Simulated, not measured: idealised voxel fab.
The name of this process module is voxel self aligned contacts.
For reference, the cross-section in this document is cut, with width 290 nm and square cells of 5 nm.
How to read a cross-section here: the picture is a grid of square cells, written as bands going from the top down, and any band can span one or more rows of cells. Top, bottom (nm), then materials left to right with widths (nm); lone material tagged "throughout" fills the whole band edge to edge; "blank" = empty space. Note: height 0 marks the level under which the wafer is uniformly one material as received. Lowest band unbounded below, written "top 0, no bottom". The expression "30..40" gives the width at the extremes of the band, the first number at its top row of cells and the second at its bottom row, with the width changing by equal amounts from each row to the next in between. The designation "no modification", where it is given for a processing step, indicates that no cell of the cross-section was altered in the course of that step. So "Enclosed void inventory" is basically the list of trapped voids: any empty space of 8 cells or more that can't reach the top through an opening. They're written width x height at distance, the distance being from the left edge, and it's all nm. What comes after the settings on a step's line is commentary from the simulator itself on that step. overlay nm: where the mask lay relative to plan, measured to the right, on steps with a mask; negatives go left.

**Process steps foreseen in the plan**
1. RECEIVE: material Si
2. OXIDIZE: depth nm 5
3. DIRECTIONAL_DEP: material polySi, thk nm 25
4. DIRECTIONAL_DEP: material SiN, thk nm 20
5. DIRECTIONAL_DEP: material aC, thk nm 15
6. PATTERN: tone cover, mask id GATE, material resist, width nm 25, pitch nm 70, thk nm 30, overlay nm 0
7. DIRECTIONAL_ETCH: etch materials aC, depth nm 15
8. STRIP: etch materials resist
9. DIRECTIONAL_ETCH: etch materials SiN, depth nm 20
10. DIRECTIONAL_ETCH: etch materials polySi, depth nm 25
11. STRIP: etch materials aC
12. CONFORMAL_DEP: material SiN, thk nm 10
13. DIRECTIONAL_ETCH: etch materials SiN, depth nm 10
14. FILL_DEP: material SiO2, thk nm 20
15. CMP: height nm 55
16. MASKED_ETCH: tone open, mask id CONTACT, width nm 55, etch materials SiO2, depth nm 60, overlay nm 0
17. CONFORMAL_DEP: material TiN, thk nm 5
18. FILL_DEP: material W, thk nm 10
19. CMP: height nm 55
20. CONFORMAL_DEP: material SiN, thk nm 5

**Account of the first of two wafers, which was processed as intended**

**Step 1 complete: cross-section of the wafer as received**
> top 0, no bottom | Si throughout
> Enclosed void inventory: none

**Cross-section: wafer state after step 2**
> top 0, bottom -5 | SiO2 throughout
> Whatever lies below -5 is exactly as it was before.

**Cross-section: wafer state after step 3**
> top 25, bottom 0 | polySi throughout
> Whatever lies below 0 is exactly as it was before.

**Cross-section: wafer state after step 4**
> top 45, bottom 25 | SiN throughout
> Whatever lies below 25 is exactly as it was before.

**Cross-section: wafer state after step 5**
> top 60, bottom 45 | aC throughout
> Whatever lies below 45 is exactly as it was before.

**Cross-section: wafer state after step 6**
> top 90, bottom 60 | 95 of blank  25 of resist  45 of blank  25 of resist  100 of blank
> Whatever lies below 60 is exactly as it was before.

**Cross-section: wafer state after step 7**
> top 75, bottom 60 | 95 of blank  25 of resist  45 of blank  25 of resist  100 of blank
> top 60, bottom 45 | 95 of blank  25 of aC  45 of blank  25 of aC  100 of blank
> Whatever lies below 45 is exactly as it was before.

**Cross-section: wafer state after step 8**
> top 60, bottom 45 | 95 of blank  25 of aC  45 of blank  25 of aC  100 of blank
> Whatever lies below 45 is exactly as it was before.

**Cross-section: wafer state after step 9**
> top 60, bottom 45 | 95 of blank  25 of aC  45 of blank  25 of aC  100 of blank
> top 45, bottom 25 | 95 of blank  25 of SiN  45 of blank  25 of SiN  100 of blank
> Whatever lies below 25 is exactly as it was before.

**Cross-section: wafer state after step 10**
> top 60, bottom 45 | 95 of blank  25 of aC  45 of blank  25 of aC  100 of blank
> top 45, bottom 25 | 95 of blank  25 of SiN  45 of blank  25 of SiN  100 of blank
> top 25, bottom 0 | 95 of blank  25 of polySi  45 of blank  25 of polySi  100 of blank
> Whatever lies below 0 is exactly as it was before.

**Cross-section: wafer state after step 11**
> top 45, bottom 25 | 95 of blank  25 of SiN  45 of blank  25 of SiN  100 of blank
> Whatever lies below 25 is exactly as it was before.

**Cross-section: wafer state after step 12**
> top 55, bottom 25 | 85 of blank  45 of SiN  25 of blank  45 of SiN  90 of blank
> top 25, bottom 10 | 85 of blank  10 of SiN  25 of polySi  10 of SiN  25 of blank  10 of SiN  25 of polySi  10 of SiN  90 of blank
> top 10, bottom 0 | 95 of SiN  25 of polySi  45 of SiN  25 of polySi  100 of SiN
> Whatever lies below 0 is exactly as it was before.

**Cross-section: wafer state after step 13**
> top 45, bottom 25 | 85 of blank  45 of SiN  25 of blank  45 of SiN  90 of blank
> top 25, bottom 0 | 85 of blank  10 of SiN  25 of polySi  10 of SiN  25 of blank  10 of SiN  25 of polySi  10 of SiN  90 of blank
> Whatever lies below 0 is exactly as it was before.

**Cross-section: wafer state after step 14**
> top 65, bottom 45 | SiO2 throughout
> top 45, bottom 25 | 85 of SiO2  45 of SiN  25 of SiO2  45 of SiN  90 of SiO2
> top 25, bottom 0 | 85 of SiO2  10 of SiN  25 of polySi  10 of SiN  25 of SiO2  10 of SiN  25 of polySi  10 of SiN  90 of SiO2
> Whatever lies below 0 is exactly as it was before.

**Cross-section: wafer state after step 15**
> top 55, bottom 45 | SiO2 throughout
> Whatever lies below 45 is exactly as it was before.

**Cross-section: wafer state after step 16**
> top 55, bottom 45 | 115 of SiO2  55 of blank  120 of SiO2
> top 45, bottom 25 | 85 of SiO2  45 of SiN  25 of blank  45 of SiN  90 of SiO2
> top 25, bottom 0 | 85 of SiO2  10 of SiN  25 of polySi  10 of SiN  25 of blank  10 of SiN  25 of polySi  10 of SiN  90 of SiO2
> top 0, bottom -5 | 130 of SiO2  25 of blank  135 of SiO2
> Whatever lies below -5 is exactly as it was before.

**Cross-section: wafer state after step 17**
> top 60, bottom 55 | 120 of TiN  45 of blank  125 of TiN
> top 55, bottom 45 | 115 of SiO2  5..20 of TiN  45..15 of blank  5..20 of TiN  120 of SiO2
> top 45, bottom 25 | 85 of SiO2  45 of SiN  5 of TiN  15 of blank  5 of TiN  45 of SiN  90 of SiO2
> top 25, bottom 0 | 85 of SiO2  10 of SiN  25 of polySi  10 of SiN  5 of TiN  15 of blank  5 of TiN  10 of SiN  25 of polySi  10 of SiN  90 of SiO2
> top 0, bottom -5 | 130 of SiO2  25 of TiN  135 of SiO2
> Whatever lies below -5 is exactly as it was before.

**Cross-section: wafer state after step 18**
> top 70, bottom 60 | W throughout
> top 60, bottom 55 | 120 of TiN  45 of W  125 of TiN
> top 55, bottom 45 | 115 of SiO2  5..20 of TiN  45..15 of W  5..20 of TiN  120 of SiO2
> top 45, bottom 25 | 85 of SiO2  45 of SiN  5 of TiN  15 of W  5 of TiN  45 of SiN  90 of SiO2
> top 25, bottom 0 | 85 of SiO2  10 of SiN  25 of polySi  10 of SiN  5 of TiN  15 of W  5 of TiN  10 of SiN  25 of polySi  10 of SiN  90 of SiO2
> Whatever lies below 0 is exactly as it was before.

**Cross-section: wafer state after step 19**
> top 55, bottom 45 | 115 of SiO2  5..20 of TiN  45..15 of W  5..20 of TiN  120 of SiO2
> Whatever lies below 45 is exactly as it was before.

**Cross-section: wafer state after step 20**
> top 60, bottom 55 | SiN throughout
> Whatever lies below 55 is exactly as it was before.

**What follows concerns the second wafer, which started out like the first and was meant to follow the very same plan; one mistake crept in when it was run, but everything up to and including step 8 is the same as for the first wafer**

**Second wafer shown in cross-section at the time step 9 was slated to end**
> top 60, bottom 45 | 95 of blank  25 of aC  45 of blank  25 of aC  100 of blank
> top 45, bottom 35 | 95 of blank  25 of SiN  45 of blank  25 of SiN  100 of blank
> Whatever lies below 35 is exactly as it was before.

Second wafer shown in cross-section at the time step 10 was slated to end: no modification

**Second wafer shown in cross-section at the time step 11 was slated to end**
> top 45, bottom 35 | 95 of blank  25 of SiN  45 of blank  25 of SiN  100 of blank
> Whatever lies below 35 is exactly as it was before.

**Second wafer shown in cross-section at the time step 12 was slated to end**
> top 55, bottom 45 | 85 of blank  45 of SiN  25 of blank  45 of SiN  90 of blank
> top 45, bottom 25 | SiN throughout
> Whatever lies below 25 is exactly as it was before.

**Second wafer shown in cross-section at the time step 13 was slated to end**
> top 45, bottom 35 | 85 of blank  45 of SiN  25 of blank  45 of SiN  90 of blank
> Whatever lies below 35 is exactly as it was before.

**Second wafer shown in cross-section at the time step 14 was slated to end**
> top 65, bottom 45 | SiO2 throughout
> top 45, bottom 35 | 85 of SiO2  45 of SiN  25 of SiO2  45 of SiN  90 of SiO2
> Whatever lies below 35 is exactly as it was before.

**Second wafer shown in cross-section at the time step 15 was slated to end**
> top 55, bottom 45 | SiO2 throughout
> Whatever lies below 45 is exactly as it was before.

**Second wafer shown in cross-section at the time step 16 was slated to end**
> top 55, bottom 45 | 115 of SiO2  55 of blank  120 of SiO2
> top 45, bottom 35 | 85 of SiO2  45 of SiN  25 of blank  45 of SiN  90 of SiO2
> Whatever lies below 35 is exactly as it was before.

**Second wafer shown in cross-section at the time step 17 was slated to end**
> top 60, bottom 55 | 120 of TiN  45 of blank  125 of TiN
> top 55, bottom 45 | 115 of SiO2  5..20 of TiN  45..15 of blank  5..20 of TiN  120 of SiO2
> top 45, bottom 40 | 85 of SiO2  45 of SiN  5 of TiN  15 of blank  5 of TiN  45 of SiN  90 of SiO2
> top 40, bottom 35 | 85 of SiO2  45 of SiN  25 of TiN  45 of SiN  90 of SiO2
> Whatever lies below 35 is exactly as it was before.

**Second wafer shown in cross-section at the time step 18 was slated to end**
> top 70, bottom 60 | W throughout
> top 60, bottom 55 | 120 of TiN  45 of W  125 of TiN
> top 55, bottom 45 | 115 of SiO2  5..20 of TiN  45..15 of W  5..20 of TiN  120 of SiO2
> top 45, bottom 40 | 85 of SiO2  45 of SiN  5 of TiN  15 of W  5 of TiN  45 of SiN  90 of SiO2
> Whatever lies below 40 is exactly as it was before.

**Second wafer shown in cross-section at the time step 19 was slated to end**
> top 55, bottom 45 | 115 of SiO2  5..20 of TiN  45..15 of W  5..20 of TiN  120 of SiO2
> Whatever lies below 45 is exactly as it was before.

**Second wafer shown in cross-section at the time step 20 was slated to end**
> top 60, bottom 55 | SiN throughout
> Whatever lies below 55 is exactly as it was before.
What went wrong in running the wafer? step 9 did not use the planned setting and instead ran as DIRECTIONAL_ETCH: etch materials SiN, depth nm 10
Final difference in cells, second wafer against first, listed per material as more or fewer: SiN: 40 more | SiO2: 240 fewer | TiN: 16 fewer | W: 24 fewer | polySi: 240 more
